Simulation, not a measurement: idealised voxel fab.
process module | voxel transistor to metal
cross-section cut | 300 nm wide | cells 5 nm
A cross-section is a grid of square cells, given in bands from the top down. A band is one or more rows of cells.
Each band's line starts with the height of the band's top and of its bottom, in nm. Then come its materials from left to right, each with its width in nm. One material with "throughout" fills the band from edge to edge. "air" is empty space.
Height 0 is the level under which the wafer as received is all one material. The lowest band goes on downwards, as in "0 down".
A width such as "30 to 40" changes by the same amount from each row of cells to the next, from the band's top row to its bottom row.
"no change" after a step means that no cell of the cross-section changed.
closed voids: empty space of 8 cells or more with no open way to the top, each as width x height at its distance from the left edge, in nm
after a step's settings: what the simulator itself notes on the step
overlay nm, on a step with a mask: how far to the right of its planned place the mask lay; to the left if negative
plan
1 op RECEIVE | material Si
2 op OXIDIZE | depth nm 5
3 op CONFORMAL_DEP | material SiN | thk nm 10
4 op MASKED_ETCH | tone cover | mask id ACTIVE | width nm 110 | pitch nm 130 | etch materials SiN | depth nm 10 | overlay nm 0
5 op MASKED_ETCH | tone cover | mask id ACTIVE | width nm 110 | pitch nm 130 | etch materials SiO2 | depth nm 5 | overlay nm 0
6 op MASKED_ETCH | tone cover | mask id ACTIVE | width nm 110 | pitch nm 130 | etch materials Si | depth nm 20 | overlay nm 0
7 op FILL_DEP | material SiO2 | thk nm 5
8 op CMP | height nm 10
9 op SELECTIVE_ETCH | etch materials SiO2 | depth nm 10
10 op STRIP | etch materials SiN
11 op SELECTIVE_ETCH | etch materials SiO2 | depth nm 5
12 op OXIDIZE | depth nm 5
13 op DIRECTIONAL_DEP | material polySi | thk nm 20
14 op DIRECTIONAL_DEP | material SiCN | thk nm 10
15 op DIRECTIONAL_DEP | material aC | thk nm 15
16 op PATTERN | tone cover | mask id GATE | material resist | width nm 30 | pitch nm 130 | thk nm 30 | overlay nm 0
17 op DIRECTIONAL_ETCH | etch materials aC | depth nm 15
18 op STRIP | etch materials resist
19 op DIRECTIONAL_ETCH | etch materials SiCN | depth nm 20
20 op DIRECTIONAL_ETCH | etch materials polySi | depth nm 30
21 op STRIP | etch materials aC
22 op CONFORMAL_DEP | material SiO2 | thk nm 5
23 op DIRECTIONAL_ETCH | etch materials SiO2 | depth nm 5
24 op CONFORMAL_DEP | material SiN | thk nm 5
25 op DIRECTIONAL_ETCH | etch materials SiN | depth nm 5
26 op DIRECTIONAL_ETCH | etch materials SiO2 | depth nm 5
27 op DIRECTIONAL_ETCH | etch materials Si | depth nm 15
28 op EPI | material SiGe | thk nm 15
29 op FILL_DEP | material SiO2 | thk nm 10
30 op CMP | height nm 15
31 op STRIP | etch materials polySi
32 op SELECTIVE_ETCH | etch materials SiO2 | depth nm 5
33 op CONFORMAL_DEP | material HfO2 | thk nm 5
34 op CONFORMAL_DEP | material TiN | thk nm 5
35 op FILL_DEP | material W | thk nm 10
36 op CMP | height nm 10
37 op DIRECTIONAL_DEP | material SiO2 | thk nm 10
38 op MASKED_ETCH | tone open | mask id CONTACT | width nm 15 | etch materials SiO2 | depth nm 30 | overlay nm 0
39 op CONFORMAL_DEP | material TiN | thk nm 5
40 op FILL_DEP | material W | thk nm 5
41 op CMP | height nm 20
42 op CONFORMAL_DEP | material SiCN | thk nm 5
43 op DIRECTIONAL_DEP | material SiO2 | thk nm 15
44 op DIRECTIONAL_DEP | material aC | thk nm 15
45 op PATTERN | tone open | mask id METAL_1 | material resist | width nm 15 | thk nm 35 | overlay nm 0
46 op DIRECTIONAL_ETCH | etch materials aC | depth nm 15
47 op STRIP | etch materials resist
48 op DIRECTIONAL_ETCH | etch materials SiO2 | depth nm 15
49 op DIRECTIONAL_ETCH | etch materials SiCN | depth nm 5
50 op STRIP | etch materials aC
51 op CONFORMAL_DEP | material TiN | thk nm 5
52 op FILL_DEP | material W | thk nm 10
53 op CMP | height nm 40
54 op CONFORMAL_DEP | material SiN | thk nm 5
first wafer, as planned
as received, after step 1
  0 down: Si throughout
  closed voids: none
after step 2
  0 to -5: SiO2 throughout
  below -5: unchanged
after step 3
  10 to 0: SiN throughout
  below 0: unchanged
after step 4
  10 to 0: air 30 | SiN 110 | air 20 | SiN 110 | air 30
  below 0: unchanged
after step 5
  10 to 0: air 30 | SiN 110 | air 20 | SiN 110 | air 30
  0 to -5: air 30 | SiO2 110 | air 20 | SiO2 110 | air 30
  below -5: unchanged
after step 6
  10 to 0: air 30 | SiN 110 | air 20 | SiN 110 | air 30
  0 to -5: air 30 | SiO2 110 | air 20 | SiO2 110 | air 30
  -5 to -25: air 30 | Si 110 | air 20 | Si 110 | air 30
  below -25: unchanged
after step 7
  15 to 10: SiO2 throughout
  10 to 0: SiO2 30 | SiN 110 | SiO2 20 | SiN 110 | SiO2 30
  0 to -5: SiO2 throughout
  -5 to -25: SiO2 30 | Si 110 | SiO2 20 | Si 110 | SiO2 30
  below -25: unchanged
after step 8
  10 to 0: SiO2 30 | SiN 110 | SiO2 20 | SiN 110 | SiO2 30
  below 0: unchanged
after step 9
  10 to 0: air 30 | SiN 110 | air 20 | SiN 110 | air 30
  below 0: unchanged
after step 10
  0 to -5: SiO2 throughout
  below -5: unchanged
after step 11
  -5 to -25: SiO2 30 | Si 110 | SiO2 20 | Si 110 | SiO2 30
  below -25: unchanged
after step 12
  -5 to -10: SiO2 throughout
  below -10: unchanged
after step 13
  15 to -5: polySi throughout
  below -5: unchanged
after step 14
  25 to 15: SiCN throughout
  below 15: unchanged
after step 15
  40 to 25: aC throughout
  below 25: unchanged
after step 16
  70 to 40: air 70 | resist 30 | air 100 | resist 30 | air 70
  below 40: unchanged
after step 17
  55 to 40: air 70 | resist 30 | air 100 | resist 30 | air 70
  40 to 25: air 70 | aC 30 | air 100 | aC 30 | air 70
  below 25: unchanged
after step 18
  40 to 25: air 70 | aC 30 | air 100 | aC 30 | air 70
  below 25: unchanged
after step 19
  40 to 25: air 70 | aC 30 | air 100 | aC 30 | air 70
  25 to 15: air 70 | SiCN 30 | air 100 | SiCN 30 | air 70
  below 15: unchanged
after step 20
  40 to 25: air 70 | aC 30 | air 100 | aC 30 | air 70
  25 to 15: air 70 | SiCN 30 | air 100 | SiCN 30 | air 70
  15 to -5: air 70 | polySi 30 | air 100 | polySi 30 | air 70
  below -5: unchanged
after step 21
  25 to 15: air 70 | SiCN 30 | air 100 | SiCN 30 | air 70
  below 15: unchanged
after step 22
  30 to 25: air 65 | SiO2 40 | air 90 | SiO2 40 | air 65
  25 to 15: air 65 | SiO2 5 | SiCN 30 | SiO2 5 | air 90 | SiO2 5 | SiCN 30 | SiO2 5 | air 65
  15 to 0: air 65 | SiO2 5 | polySi 30 | SiO2 5 | air 90 | SiO2 5 | polySi 30 | SiO2 5 | air 65
  0 to -5: SiO2 70 | polySi 30 | SiO2 100 | polySi 30 | SiO2 70
  below -5: unchanged
after step 23
  25 to 15: air 65 | SiO2 5 | SiCN 30 | SiO2 5 | air 90 | SiO2 5 | SiCN 30 | SiO2 5 | air 65
  15 to -5: air 65 | SiO2 5 | polySi 30 | SiO2 5 | air 90 | SiO2 5 | polySi 30 | SiO2 5 | air 65
  below -5: unchanged
after step 24
  30 to 25: air 60 | SiN 50 | air 80 | SiN 50 | air 60
  25 to 15: air 60 | SiN 5 | SiO2 5 | SiCN 30 | SiO2 5 | SiN 5 | air 80 | SiN 5 | SiO2 5 | SiCN 30 | SiO2 5 | SiN 5 | air 60
  15 to 0: air 60 | SiN 5 | SiO2 5 | polySi 30 | SiO2 5 | SiN 5 | air 80 | SiN 5 | SiO2 5 | polySi 30 | SiO2 5 | SiN 5 | air 60
  0 to -5: SiN 65 | SiO2 5 | polySi 30 | SiO2 5 | SiN 90 | SiO2 5 | polySi 30 | SiO2 5 | SiN 65
  below -5: unchanged
after step 25
  25 to 15: air 60 | SiN 5 | SiO2 5 | SiCN 30 | SiO2 5 | SiN 5 | air 80 | SiN 5 | SiO2 5 | SiCN 30 | SiO2 5 | SiN 5 | air 60
  15 to -5: air 60 | SiN 5 | SiO2 5 | polySi 30 | SiO2 5 | SiN 5 | air 80 | SiN 5 | SiO2 5 | polySi 30 | SiO2 5 | SiN 5 | air 60
  below -5: unchanged
after step 26
  25 to 20: air 60 | SiN 5 | air 5 | SiCN 30 | air 5 | SiN 5 | air 80 | SiN 5 | air 5 | SiCN 30 | air 5 | SiN 5 | air 60
  20 to 15: air 60 | SiN 5 | SiO2 5 | SiCN 30 | SiO2 5 | SiN 5 | air 80 | SiN 5 | SiO2 5 | SiCN 30 | SiO2 5 | SiN 5 | air 60
  15 to -5: air 60 | SiN 5 | SiO2 5 | polySi 30 | SiO2 5 | SiN 5 | air 80 | SiN 5 | SiO2 5 | polySi 30 | SiO2 5 | SiN 5 | air 60
  -5 to -10: air 60 | SiO2 50 | air 80 | SiO2 50 | air 60
  below -10: unchanged
after step 27
  25 to 20: air 60 | SiN 5 | air 5 | SiCN 30 | air 5 | SiN 5 | air 80 | SiN 5 | air 5 | SiCN 30 | air 5 | SiN 5 | air 60
  20 to 15: air 60 | SiN 5 | SiO2 5 | SiCN 30 | SiO2 5 | SiN 5 | air 80 | SiN 5 | SiO2 5 | SiCN 30 | SiO2 5 | SiN 5 | air 60
  15 to -5: air 60 | SiN 5 | SiO2 5 | polySi 30 | SiO2 5 | SiN 5 | air 80 | SiN 5 | SiO2 5 | polySi 30 | SiO2 5 | SiN 5 | air 60
  -5 to -10: air 60 | SiO2 50 | air 80 | SiO2 50 | air 60
  -10 to -25: SiO2 30 | air 30 | Si 50 | air 30 | SiO2 20 | air 30 | Si 50 | air 30 | SiO2 30
  below -25: unchanged
after step 28
  25 to 20: air 60 | SiN 5 | air 5 | SiCN 30 | air 5 | SiN 5 | air 80 | SiN 5 | air 5 | SiCN 30 | air 5 | SiN 5 | air 60
  20 to 15: air 60 | SiN 5 | SiO2 5 | SiCN 30 | SiO2 5 | SiN 5 | air 80 | SiN 5 | SiO2 5 | SiCN 30 | SiO2 5 | SiN 5 | air 60
  15 to 5: air 60 | SiN 5 | SiO2 5 | polySi 30 | SiO2 5 | SiN 5 | air 80 | SiN 5 | SiO2 5 | polySi 30 | SiO2 5 | SiN 5 | air 60
  5 to -5: air 45 | SiGe 15 | SiN 5 | SiO2 5 | polySi 30 | SiO2 5 | SiN 5 | SiGe 15 | air 50 | SiGe 15 | SiN 5 | SiO2 5 | polySi 30 | SiO2 5 | SiN 5 | SiGe 15 | air 45
  -5 to -10: air 45 | SiGe 15 | SiO2 50 | SiGe 15 | air 50 | SiGe 15 | SiO2 50 | SiGe 15 | air 45
  -10 to -25: SiO2 30 | SiGe 30 | Si 50 | SiGe 30 | SiO2 20 | SiGe 30 | Si 50 | SiGe 30 | SiO2 30
  below -25: unchanged
after step 29
  35 to 25: SiO2 throughout
  25 to 15: SiO2 60 | SiN 5 | SiO2 5 | SiCN 30 | SiO2 5 | SiN 5 | SiO2 80 | SiN 5 | SiO2 5 | SiCN 30 | SiO2 5 | SiN 5 | SiO2 60
  15 to 5: SiO2 60 | SiN 5 | SiO2 5 | polySi 30 | SiO2 5 | SiN 5 | SiO2 80 | SiN 5 | SiO2 5 | polySi 30 | SiO2 5 | SiN 5 | SiO2 60
  5 to -5: SiO2 45 | SiGe 15 | SiN 5 | SiO2 5 | polySi 30 | SiO2 5 | SiN 5 | SiGe 15 | SiO2 50 | SiGe 15 | SiN 5 | SiO2 5 | polySi 30 | SiO2 5 | SiN 5 | SiGe 15 | SiO2 45
  -5 to -10: SiO2 45 | SiGe 15 | SiO2 50 | SiGe 15 | SiO2 50 | SiGe 15 | SiO2 50 | SiGe 15 | SiO2 45
  below -10: unchanged
after step 30
  15 to 5: SiO2 60 | SiN 5 | SiO2 5 | polySi 30 | SiO2 5 | SiN 5 | SiO2 80 | SiN 5 | SiO2 5 | polySi 30 | SiO2 5 | SiN 5 | SiO2 60
  below 5: unchanged
after step 31
  15 to 5: SiO2 60 | SiN 5 | SiO2 5 | air 30 | SiO2 5 | SiN 5 | SiO2 80 | SiN 5 | SiO2 5 | air 30 | SiO2 5 | SiN 5 | SiO2 60
  5 to -5: SiO2 45 | SiGe 15 | SiN 5 | SiO2 5 | air 30 | SiO2 5 | SiN 5 | SiGe 15 | SiO2 50 | SiGe 15 | SiN 5 | SiO2 5 | air 30 | SiO2 5 | SiN 5 | SiGe 15 | SiO2 45
  below -5: unchanged
after step 32
  15 to 10: air 60 | SiN 5 | air 40 | SiN 5 | air 80 | SiN 5 | air 40 | SiN 5 | air 60
  10 to 5: SiO2 60 | SiN 5 | air 40 | SiN 5 | SiO2 80 | SiN 5 | air 40 | SiN 5 | SiO2 60
  5 to -5: SiO2 45 | SiGe 15 | SiN 5 | air 40 | SiN 5 | SiGe 15 | SiO2 50 | SiGe 15 | SiN 5 | air 40 | SiN 5 | SiGe 15 | SiO2 45
  -5 to -10: SiO2 45 | SiGe 15 | SiO2 5 | air 40 | SiO2 5 | SiGe 15 | SiO2 50 | SiGe 15 | SiO2 5 | air 40 | SiO2 5 | SiGe 15 | SiO2 45
  below -10: unchanged
after step 33
  20 to 15: air 55 | HfO2 15 | air 30 | HfO2 15 | air 70 | HfO2 15 | air 30 | HfO2 15 | air 55
  15 to 10: HfO2 60 | SiN 5 | HfO2 5 | air 30 | HfO2 5 | SiN 5 | HfO2 80 | SiN 5 | HfO2 5 | air 30 | HfO2 5 | SiN 5 | HfO2 60
  10 to 5: SiO2 60 | SiN 5 | HfO2 5 | air 30 | HfO2 5 | SiN 5 | SiO2 80 | SiN 5 | HfO2 5 | air 30 | HfO2 5 | SiN 5 | SiO2 60
  5 to -5: SiO2 45 | SiGe 15 | SiN 5 | HfO2 5 | air 30 | HfO2 5 | SiN 5 | SiGe 15 | SiO2 50 | SiGe 15 | SiN 5 | HfO2 5 | air 30 | HfO2 5 | SiN 5 | SiGe 15 | SiO2 45
  -5 to -10: SiO2 45 | SiGe 15 | SiO2 5 | HfO2 40 | SiO2 5 | SiGe 15 | SiO2 50 | SiGe 15 | SiO2 5 | HfO2 40 | SiO2 5 | SiGe 15 | SiO2 45
  below -10: unchanged
after step 34
  25 to 20: air 50 | TiN 25 | air 20 | TiN 25 | air 60 | TiN 25 | air 20 | TiN 25 | air 50
  20 to 15: TiN 55 | HfO2 15 | TiN 5 | air 20 | TiN 5 | HfO2 15 | TiN 70 | HfO2 15 | TiN 5 | air 20 | TiN 5 | HfO2 15 | TiN 55
  15 to 10: HfO2 60 | SiN 5 | HfO2 5 | TiN 5 | air 20 | TiN 5 | HfO2 5 | SiN 5 | HfO2 80 | SiN 5 | HfO2 5 | TiN 5 | air 20 | TiN 5 | HfO2 5 | SiN 5 | HfO2 60
  10 to 5: SiO2 60 | SiN 5 | HfO2 5 | TiN 5 | air 20 | TiN 5 | HfO2 5 | SiN 5 | SiO2 80 | SiN 5 | HfO2 5 | TiN 5 | air 20 | TiN 5 | HfO2 5 | SiN 5 | SiO2 60
  5 to 0: SiO2 45 | SiGe 15 | SiN 5 | HfO2 5 | TiN 5 | air 20 | TiN 5 | HfO2 5 | SiN 5 | SiGe 15 | SiO2 50 | SiGe 15 | SiN 5 | HfO2 5 | TiN 5 | air 20 | TiN 5 | HfO2 5 | SiN 5 | SiGe 15 | SiO2 45
  0 to -5: SiO2 45 | SiGe 15 | SiN 5 | HfO2 5 | TiN 30 | HfO2 5 | SiN 5 | SiGe 15 | SiO2 50 | SiGe 15 | SiN 5 | HfO2 5 | TiN 30 | HfO2 5 | SiN 5 | SiGe 15 | SiO2 45
  below -5: unchanged
after step 35
  35 to 25: W throughout
  25 to 20: W 50 | TiN 25 | W 20 | TiN 25 | W 60 | TiN 25 | W 20 | TiN 25 | W 50
  20 to 15: TiN 55 | HfO2 15 | TiN 5 | W 20 | TiN 5 | HfO2 15 | TiN 70 | HfO2 15 | TiN 5 | W 20 | TiN 5 | HfO2 15 | TiN 55
  15 to 10: HfO2 60 | SiN 5 | HfO2 5 | TiN 5 | W 20 | TiN 5 | HfO2 5 | SiN 5 | HfO2 80 | SiN 5 | HfO2 5 | TiN 5 | W 20 | TiN 5 | HfO2 5 | SiN 5 | HfO2 60
  10 to 5: SiO2 60 | SiN 5 | HfO2 5 | TiN 5 | W 20 | TiN 5 | HfO2 5 | SiN 5 | SiO2 80 | SiN 5 | HfO2 5 | TiN 5 | W 20 | TiN 5 | HfO2 5 | SiN 5 | SiO2 60
  5 to 0: SiO2 45 | SiGe 15 | SiN 5 | HfO2 5 | TiN 5 | W 20 | TiN 5 | HfO2 5 | SiN 5 | SiGe 15 | SiO2 50 | SiGe 15 | SiN 5 | HfO2 5 | TiN 5 | W 20 | TiN 5 | HfO2 5 | SiN 5 | SiGe 15 | SiO2 45
  below 0: unchanged
after step 36
  10 to 5: SiO2 60 | SiN 5 | HfO2 5 | TiN 5 | W 20 | TiN 5 | HfO2 5 | SiN 5 | SiO2 80 | SiN 5 | HfO2 5 | TiN 5 | W 20 | TiN 5 | HfO2 5 | SiN 5 | SiO2 60
  below 5: unchanged
after step 37
  20 to 10: SiO2 throughout
  below 10: unchanged
after step 38
  20 to 10: SiO2 40 | air 15 | SiO2 60 | air 15 | SiO2 40 | air 15 | SiO2 60 | air 15 | SiO2 40
  10 to 5: SiO2 40 | air 15 | SiO2 5 | SiN 5 | HfO2 5 | TiN 5 | W 20 | TiN 5 | HfO2 5 | SiN 5 | SiO2 5 | air 15 | SiO2 40 | air 15 | SiO2 5 | SiN 5 | HfO2 5 | TiN 5 | W 20 | TiN 5 | HfO2 5 | SiN 5 | SiO2 5 | air 15 | SiO2 40
  5 to 0: SiO2 40 | air 5 | SiGe 15 | SiN 5 | HfO2 5 | TiN 5 | W 20 | TiN 5 | HfO2 5 | SiN 5 | SiGe 15 | air 5 | SiO2 40 | air 5 | SiGe 15 | SiN 5 | HfO2 5 | TiN 5 | W 20 | TiN 5 | HfO2 5 | SiN 5 | SiGe 15 | air 5 | SiO2 40
  0 to -5: SiO2 40 | air 5 | SiGe 15 | SiN 5 | HfO2 5 | TiN 30 | HfO2 5 | SiN 5 | SiGe 15 | air 5 | SiO2 40 | air 5 | SiGe 15 | SiN 5 | HfO2 5 | TiN 30 | HfO2 5 | SiN 5 | SiGe 15 | air 5 | SiO2 40
  -5 to -10: SiO2 40 | air 5 | SiGe 15 | SiO2 5 | HfO2 40 | SiO2 5 | SiGe 15 | air 5 | SiO2 40 | air 5 | SiGe 15 | SiO2 5 | HfO2 40 | SiO2 5 | SiGe 15 | air 5 | SiO2 40
  below -10: unchanged
after step 39
  25 to 20: TiN 45 | air 5 | TiN 70 | air 5 | TiN 50 | air 5 | TiN 70 | air 5 | TiN 45
  20 to 10: SiO2 40 | TiN 5 | air 5 | TiN 5 | SiO2 60 | TiN 5 | air 5 | TiN 5 | SiO2 40 | TiN 5 | air 5 | TiN 5 | SiO2 60 | TiN 5 | air 5 | TiN 5 | SiO2 40
  10 to 5: SiO2 40 | TiN 15 | SiO2 5 | SiN 5 | HfO2 5 | TiN 5 | W 20 | TiN 5 | HfO2 5 | SiN 5 | SiO2 5 | TiN 15 | SiO2 40 | TiN 15 | SiO2 5 | SiN 5 | HfO2 5 | TiN 5 | W 20 | TiN 5 | HfO2 5 | SiN 5 | SiO2 5 | TiN 15 | SiO2 40
  5 to 0: SiO2 40 | TiN 5 | SiGe 15 | SiN 5 | HfO2 5 | TiN 5 | W 20 | TiN 5 | HfO2 5 | SiN 5 | SiGe 15 | TiN 5 | SiO2 40 | TiN 5 | SiGe 15 | SiN 5 | HfO2 5 | TiN 5 | W 20 | TiN 5 | HfO2 5 | SiN 5 | SiGe 15 | TiN 5 | SiO2 40
  0 to -5: SiO2 40 | TiN 5 | SiGe 15 | SiN 5 | HfO2 5 | TiN 30 | HfO2 5 | SiN 5 | SiGe 15 | TiN 5 | SiO2 40 | TiN 5 | SiGe 15 | SiN 5 | HfO2 5 | TiN 30 | HfO2 5 | SiN 5 | SiGe 15 | TiN 5 | SiO2 40
  -5 to -10: SiO2 40 | TiN 5 | SiGe 15 | SiO2 5 | HfO2 40 | SiO2 5 | SiGe 15 | TiN 5 | SiO2 40 | TiN 5 | SiGe 15 | SiO2 5 | HfO2 40 | SiO2 5 | SiGe 15 | TiN 5 | SiO2 40
  below -10: unchanged
after step 40
  30 to 25: W throughout
  25 to 20: TiN 45 | W 5 | TiN 70 | W 5 | TiN 50 | W 5 | TiN 70 | W 5 | TiN 45
  20 to 10: SiO2 40 | TiN 5 | W 5 | TiN 5 | SiO2 60 | TiN 5 | W 5 | TiN 5 | SiO2 40 | TiN 5 | W 5 | TiN 5 | SiO2 60 | TiN 5 | W 5 | TiN 5 | SiO2 40
  below 10: unchanged
after step 41
  20 to 10: SiO2 40 | TiN 5 | W 5 | TiN 5 | SiO2 60 | TiN 5 | W 5 | TiN 5 | SiO2 40 | TiN 5 | W 5 | TiN 5 | SiO2 60 | TiN 5 | W 5 | TiN 5 | SiO2 40
  below 10: unchanged
after step 42
  25 to 20: SiCN throughout
  below 20: unchanged
after step 43
  40 to 25: SiO2 throughout
  below 25: unchanged
after step 44
  55 to 40: aC throughout
  below 40: unchanged
after step 45
  90 to 55: resist 40 | air 15 | resist 60 | air 15 | resist 40 | air 15 | resist 60 | air 15 | resist 40
  below 55: unchanged
after step 46
  75 to 55: resist 40 | air 15 | resist 60 | air 15 | resist 40 | air 15 | resist 60 | air 15 | resist 40
  55 to 40: aC 40 | air 15 | aC 60 | air 15 | aC 40 | air 15 | aC 60 | air 15 | aC 40
  below 40: unchanged
after step 47
  55 to 40: aC 40 | air 15 | aC 60 | air 15 | aC 40 | air 15 | aC 60 | air 15 | aC 40
  below 40: unchanged
after step 48
  55 to 40: aC 40 | air 15 | aC 60 | air 15 | aC 40 | air 15 | aC 60 | air 15 | aC 40
  40 to 25: SiO2 40 | air 15 | SiO2 60 | air 15 | SiO2 40 | air 15 | SiO2 60 | air 15 | SiO2 40
  below 25: unchanged
after step 49
  55 to 40: aC 40 | air 15 | aC 60 | air 15 | aC 40 | air 15 | aC 60 | air 15 | aC 40
  40 to 25: SiO2 40 | air 15 | SiO2 60 | air 15 | SiO2 40 | air 15 | SiO2 60 | air 15 | SiO2 40
  25 to 20: SiCN 40 | air 15 | SiCN 60 | air 15 | SiCN 40 | air 15 | SiCN 60 | air 15 | SiCN 40
  below 20: unchanged
after step 50
  40 to 25: SiO2 40 | air 15 | SiO2 60 | air 15 | SiO2 40 | air 15 | SiO2 60 | air 15 | SiO2 40
  below 25: unchanged
after step 51
  45 to 40: TiN 45 | air 5 | TiN 70 | air 5 | TiN 50 | air 5 | TiN 70 | air 5 | TiN 45
  40 to 25: SiO2 40 | TiN 5 | air 5 | TiN 5 | SiO2 60 | TiN 5 | air 5 | TiN 5 | SiO2 40 | TiN 5 | air 5 | TiN 5 | SiO2 60 | TiN 5 | air 5 | TiN 5 | SiO2 40
  25 to 20: SiCN 40 | TiN 15 | SiCN 60 | TiN 15 | SiCN 40 | TiN 15 | SiCN 60 | TiN 15 | SiCN 40
  below 20: unchanged
after step 52
  55 to 45: W throughout
  45 to 40: TiN 45 | W 5 | TiN 70 | W 5 | TiN 50 | W 5 | TiN 70 | W 5 | TiN 45
  40 to 25: SiO2 40 | TiN 5 | W 5 | TiN 5 | SiO2 60 | TiN 5 | W 5 | TiN 5 | SiO2 40 | TiN 5 | W 5 | TiN 5 | SiO2 60 | TiN 5 | W 5 | TiN 5 | SiO2 40
  below 25: unchanged
after step 53
  40 to 25: SiO2 40 | TiN 5 | W 5 | TiN 5 | SiO2 60 | TiN 5 | W 5 | TiN 5 | SiO2 40 | TiN 5 | W 5 | TiN 5 | SiO2 60 | TiN 5 | W 5 | TiN 5 | SiO2 40
  below 25: unchanged
after step 54
  45 to 40: SiN throughout
  below 40: unchanged
second wafer: like start, like plan, one mistake. Through step 44 it matches the first wafer
when step 45 should have ended
  90 to 55: resist 35 | air 25 | resist 50 | air 25 | resist 30 | air 25 | resist 50 | air 25 | resist 35
  below 55: unchanged
when step 46 should have ended
  75 to 55: resist 35 | air 25 | resist 50 | air 25 | resist 30 | air 25 | resist 50 | air 25 | resist 35
  55 to 40: aC 35 | air 25 | aC 50 | air 25 | aC 30 | air 25 | aC 50 | air 25 | aC 35
  below 40: unchanged
when step 47 should have ended
  55 to 40: aC 35 | air 25 | aC 50 | air 25 | aC 30 | air 25 | aC 50 | air 25 | aC 35
  below 40: unchanged
when step 48 should have ended
  55 to 40: aC 35 | air 25 | aC 50 | air 25 | aC 30 | air 25 | aC 50 | air 25 | aC 35
  40 to 25: SiO2 35 | air 25 | SiO2 50 | air 25 | SiO2 30 | air 25 | SiO2 50 | air 25 | SiO2 35
  below 25: unchanged
when step 49 should have ended
  55 to 40: aC 35 | air 25 | aC 50 | air 25 | aC 30 | air 25 | aC 50 | air 25 | aC 35
  40 to 25: SiO2 35 | air 25 | SiO2 50 | air 25 | SiO2 30 | air 25 | SiO2 50 | air 25 | SiO2 35
  25 to 20: SiCN 35 | air 25 | SiCN 50 | air 25 | SiCN 30 | air 25 | SiCN 50 | air 25 | SiCN 35
  below 20: unchanged
when step 50 should have ended
  40 to 25: SiO2 35 | air 25 | SiO2 50 | air 25 | SiO2 30 | air 25 | SiO2 50 | air 25 | SiO2 35
  below 25: unchanged
when step 51 should have ended
  45 to 40: TiN 40 | air 15 | TiN 60 | air 15 | TiN 40 | air 15 | TiN 60 | air 15 | TiN 40
  40 to 25: SiO2 35 | TiN 5 | air 15 | TiN 5 | SiO2 50 | TiN 5 | air 15 | TiN 5 | SiO2 30 | TiN 5 | air 15 | TiN 5 | SiO2 50 | TiN 5 | air 15 | TiN 5 | SiO2 35
  25 to 20: SiCN 35 | TiN 25 | SiCN 50 | TiN 25 | SiCN 30 | TiN 25 | SiCN 50 | TiN 25 | SiCN 35
  below 20: unchanged
when step 52 should have ended
  55 to 45: W throughout
  45 to 40: TiN 40 | W 15 | TiN 60 | W 15 | TiN 40 | W 15 | TiN 60 | W 15 | TiN 40
  40 to 25: SiO2 35 | TiN 5 | W 15 | TiN 5 | SiO2 50 | TiN 5 | W 15 | TiN 5 | SiO2 30 | TiN 5 | W 15 | TiN 5 | SiO2 50 | TiN 5 | W 15 | TiN 5 | SiO2 35
  below 25: unchanged
when step 53 should have ended
  40 to 25: SiO2 35 | TiN 5 | W 15 | TiN 5 | SiO2 50 | TiN 5 | W 15 | TiN 5 | SiO2 30 | TiN 5 | W 15 | TiN 5 | SiO2 50 | TiN 5 | W 15 | TiN 5 | SiO2 35
  below 25: unchanged
when step 54 should have ended
  45 to 40: SiN throughout
  below 40: unchanged
what went wrong: step 45 ran as: op PATTERN | tone open | mask id METAL_1 | material resist | width nm 25 | thk nm 35 | overlay nm 0
at the end the second wafer has, in cells: 8 fewer of SiCN | 24 fewer of SiO2 | 8 more of TiN | 24 more of W
